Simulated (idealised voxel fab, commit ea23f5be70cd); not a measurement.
Process module under the name voxel transistor to metal
Displayed cross-section: cut, width of 290 nm, square cells sized 5 nm.
Cross-section layout: square cells on a grid; listed as bands, top to bottom; a band spans one or more cell rows.
This entry defines a band. It first specifies the height of the band's top and the height of its bottom in nm, and then specifies the band's materials from left to right, stating each material with its width in nm. The word "full width" identifies a single material that fills the band from edge to edge, while the word "empty" identifies empty space.
For the purposes of this specification, 0 denotes the height below which the wafer in its as-received condition is composed wholly of one material, and the lowermost band, lacking a lower limit, extends downward without end, as expressed in "from 0 down".
A two-number width, for instance "30..40", indicates that the width is equal to the first number in the top row of the band and to the second number in the bottom row, and that it changes by a constant amount per row of cells.
Given "nothing altered" for a step, no cell of the cross-section differs between before and after that step.
"Sealed void list" contains a list of empty spaces, each no smaller than 8 cells and without an open way to the top, written in the form width x height at distance with the distance from the left edge and all three in nm.
Where a step's line continues beyond its settings, the continuation is a remark by the simulator itself on that step.
overlay nm: right-of-plan distance of the mask on a masked step; negative values mean left-of-plan.

The following list gives the planned process steps:
1: RECEIVE | material Si
2: OXIDIZE | depth nm 5
3: CONFORMAL_DEP | material SiN | thk nm 10
4: PATTERN | tone cover | mask id ACTIVE | material resist | width nm 100 | pitch nm 125 | thk nm 20 | overlay nm 0
5: DIRECTIONAL_ETCH | etch materials SiN | depth nm 10
6: DIRECTIONAL_ETCH | etch materials SiO2 | depth nm 5
7: DIRECTIONAL_ETCH | etch materials Si | depth nm 20
8: STRIP | etch materials resist
9: FILL_DEP | material SiO2 | thk nm 15
10: CMP | height nm 10
11: SELECTIVE_ETCH | etch materials SiO2 | depth nm 10
12: STRIP | etch materials SiN
13: SELECTIVE_ETCH | etch materials SiO2 | depth nm 5
14: OXIDIZE | depth nm 5
15: DIRECTIONAL_DEP | material polySi | thk nm 25
16: DIRECTIONAL_DEP | material SiCN | thk nm 10
17: DIRECTIONAL_DEP | material aC | thk nm 15
18: PATTERN | tone cover | mask id GATE | material resist | width nm 20 | pitch nm 125 | thk nm 35 | overlay nm 0
19: DIRECTIONAL_ETCH | etch materials aC | depth nm 15
20: STRIP | etch materials resist
21: DIRECTIONAL_ETCH | etch materials SiCN | depth nm 20
22: DIRECTIONAL_ETCH | etch materials polySi | depth nm 35
23: STRIP | etch materials aC
24: CONFORMAL_DEP | material SiN | thk nm 10
25: DIRECTIONAL_ETCH | etch materials SiN | depth nm 10
26: DIRECTIONAL_ETCH | etch materials SiO2 | depth nm 5
27: EPI | material SiGe | thk nm 5
28: FILL_DEP | material SiO2 | thk nm 5
29: CMP | height nm 30
30: DIRECTIONAL_DEP | material SiO2 | thk nm 15
31: PATTERN | tone open | mask id CONTACT | material resist | width nm 25 | thk nm 15 | overlay nm 0
32: DIRECTIONAL_ETCH | etch materials SiO2 | depth nm 50
33: STRIP | etch materials resist
34: CONFORMAL_DEP | material TiN | thk nm 5
35: FILL_DEP | material W | thk nm 10
36: CMP | height nm 45
37: DIRECTIONAL_DEP | material TiN | thk nm 5
38: DIRECTIONAL_DEP | material W | thk nm 20
39: DIRECTIONAL_DEP | material aC | thk nm 15
40: PATTERN | tone cover | mask id METAL_1 | material resist | width nm 15 | thk nm 30 | overlay nm 0
41: DIRECTIONAL_ETCH | etch materials aC | depth nm 15
42: STRIP | etch materials resist
43: DIRECTIONAL_ETCH | etch materials W | depth nm 20
44: DIRECTIONAL_ETCH | etch materials TiN | depth nm 5
45: STRIP | etch materials aC
46: CONFORMAL_DEP | material SiN | thk nm 5
47: FILL_DEP | material SiO2 | thk nm 5
48: CMP | height nm 70
49: CONFORMAL_DEP | material SiN | thk nm 5

The cross-section here shows the wafer as received, i.e. in its state after step 1:
* from 0 down  Si full width
* Sealed void list: none

End-of-module cross-section of the first of two wafers, processed as planned:
* from 75 to 70  SiN full width
* from 70 to 50  35 of SiO2  5 of SiN  15 of W  5 of SiN  40 of SiO2  5 of SiN  15 of W  5 of SiN  35 of SiO2  5 of SiN  15 of W  5 of SiN  40 of SiO2  5 of SiN  15 of W  5 of SiN  40 of SiO2
* from 50 to 45  40 of SiN  15 of TiN  50 of SiN  15 of TiN  45 of SiN  15 of TiN  50 of SiN  15 of TiN  45 of SiN
* from 45 to 35  40 of SiO2  5 of TiN  15 of W  5 of TiN  30 of SiO2  5 of TiN  15 of W  5 of TiN  45 of SiO2  5 of TiN  15 of W  5 of TiN  30 of SiO2  5 of TiN  15 of W  5 of TiN  45 of SiO2
* from 35 to 30  40 of SiO2  5 of TiN  10 of W  10 of TiN  30 of SiO2  10 of TiN  10 of W  5 of TiN  45 of SiO2  5 of TiN  10 of W  10 of TiN  30 of SiO2  10 of TiN  10 of W  5 of TiN  45 of SiO2
* from 30 to 20  40 of SiO2  5 of TiN  10 of W  5 of TiN  10 of SiN  20 of SiCN  10 of SiN  5 of TiN  10 of W  5 of TiN  45 of SiO2  5 of TiN  10 of W  5 of TiN  10 of SiN  20 of SiCN  10 of SiN  5 of TiN  10 of W  5 of TiN  45 of SiO2
* from 20 to 0  40 of SiO2  5 of TiN  10 of W  5 of TiN  10 of SiN  20 of polySi  10 of SiN  5 of TiN  10 of W  5 of TiN  45 of SiO2  5 of TiN  10 of W  5 of TiN  10 of SiN  20 of polySi  10 of SiN  5 of TiN  10 of W  5 of TiN  45 of SiO2
* from 0 to -5  40 of SiO2  20 of TiN  10 of SiN  20 of polySi  10 of SiN  20 of TiN  45 of SiO2  20 of TiN  10 of SiN  20 of polySi  10 of SiN  20 of TiN  45 of SiO2
* from -5 to -10  25 of SiO2  35 of SiGe  40 of SiO2  35 of SiGe  15 of SiO2  35 of SiGe  40 of SiO2  35 of SiGe  30 of SiO2
* from -10 to -25  30 of SiO2  100 of Si  25 of SiO2  100 of Si  35 of SiO2
* from -25 down  Si full width
* Sealed void list: none

Wafer two (of two), end-of-module cross-section: start = wafer one, plan = wafer one, one run mistake:
* from 75 to 70  SiN full width
* from 70 to 50  35 of SiO2  5 of SiN  15 of W  5 of SiN  40 of SiO2  5 of SiN  15 of W  5 of SiN  35 of SiO2  5 of SiN  15 of W  5 of SiN  40 of SiO2  5 of SiN  15 of W  5 of SiN  40 of SiO2
* from 50 to 45  40 of SiN  15 of TiN  50 of SiN  15 of TiN  45 of SiN  15 of TiN  50 of SiN  15 of TiN  45 of SiN
* from 45 to 35  35 of W  5 of TiN  25 of SiO2  5 of TiN  20 of W  5 of TiN  25 of SiO2  5 of TiN  35 of W  5 of TiN  25 of SiO2  5 of TiN  20 of W  5 of TiN  25 of SiO2  5 of TiN  40 of W
* from 35 to 30  35 of W  5 of TiN  25 of SiO2  30 of TiN  25 of SiO2  5 of TiN  35 of W  5 of TiN  25 of SiO2  30 of TiN  25 of SiO2  5 of TiN  40 of W
* from 30 to 20  35 of W  5 of TiN  20 of SiO2  10 of SiN  20 of SiCN  10 of SiN  20 of SiO2  5 of TiN  35 of W  5 of TiN  20 of SiO2  10 of SiN  20 of SiCN  10 of SiN  20 of SiO2  5 of TiN  40 of W
* from 20 to 0  35 of W  5 of TiN  20 of SiO2  10 of SiN  20 of polySi  10 of SiN  20 of SiO2  5 of TiN  35 of W  5 of TiN  20 of SiO2  10 of SiN  20 of polySi  10 of SiN  20 of SiO2  5 of TiN  40 of W
* from 0 to -5  40 of TiN  20 of SiO2  10 of SiN  20 of polySi  10 of SiN  20 of SiO2  45 of TiN  20 of SiO2  10 of SiN  20 of polySi  10 of SiN  20 of SiO2  45 of TiN
* from -5 to -10  25 of SiO2  35 of SiGe  40 of SiO2  35 of SiGe  15 of SiO2  35 of SiGe  40 of SiO2  35 of SiGe  30 of SiO2
* from -10 to -25  30 of SiO2  100 of Si  25 of SiO2  100 of Si  35 of SiO2
* from -25 down  Si full width
* Sealed void list: none
Heads up, the wafer didn't run the way we planned it: in deviation from the planned setting, step 31 was conducted as PATTERN | tone cover | mask id CONTACT | material resist | width nm 25 | thk nm 15 | overlay nm 0
Wafer comparison, final, in cells, second relative to first, materials more or fewer: SiO2: 124 fewer, TiN: 10 fewer, W: 134 more
